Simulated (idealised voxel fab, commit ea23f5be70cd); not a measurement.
process module | voxel lift off
FYI the section here is cut, 225 nm wide, cells are 5 nm squares.
Format of a cross-section: grid, square cells. Given as bands. Order: top down. Band: one or more rows of cells. It is stipulated that each band's entry specify, in nanometres, the height of the top of the band and then that of its bottom, followed by the materials of the band in left-to-right sequence, each together with its width in nanometres. A single material marked by the word "all across" is understood to fill the band from edge to edge; the word "air" is understood to denote empty space. Heights are reckoned from 0. Under this level, the received wafer is all of one material. The bottommost band is open-ended downward, for example "z 0 and below". The notation "30 to 40" denotes a width that varies across the rows of cells in the band, beginning at the first number in the top row, finishing at the second number in the bottom row, and changing by an identical amount from each row to the next. "changes: none", as given for a step, is the statement that not any cell of the cross-section underwent a change during that step. Enclosed void catalog: empty space of 8 cells or more with no open way to the top, each as width x height at its distance from the left edge, in nm. The remark found on a step's line after its settings is issued by the simulator itself and pertains to that step. overlay nm: mask offset rightward from planned place, masked step; negative means leftward offset.

[Steps in the process plan]
1,RECEIVE with material Si
2,CONFORMAL_DEP with material SiO2, thk nm 10
3,PATTERN with tone open, mask id LINES, material resist, width nm 20, pitch nm 50, thk nm 20, overlay nm 0
4,DIRECTIONAL_DEP with material Ru, thk nm 5
5,STRIP with etch materials resist
6,CONFORMAL_DEP with material SiO2, thk nm 5
The value of thk nm given for step 4 in the plan refers to the first wafer; the wafers vary in this setting and are alike at the start.

[As received, i.e. after step 1: cross-section through the first of several wafers]
z 0 and below = Si all across
Enclosed void catalog: none

[Note: the following table is arranged by wafer, a row apiece. Each row reports the end-of-module state: per material, cells gained (+) or cells lost (-) compared with the wafer as received; closed voids follow]
thk nm 5; +8 Ru; +139 SiO2; Enclosed void catalog: none
thk nm 10; +16 Ru; +143 SiO2; Enclosed void catalog: none
thk nm 15; +24 Ru; +147 SiO2; Enclosed void catalog: none
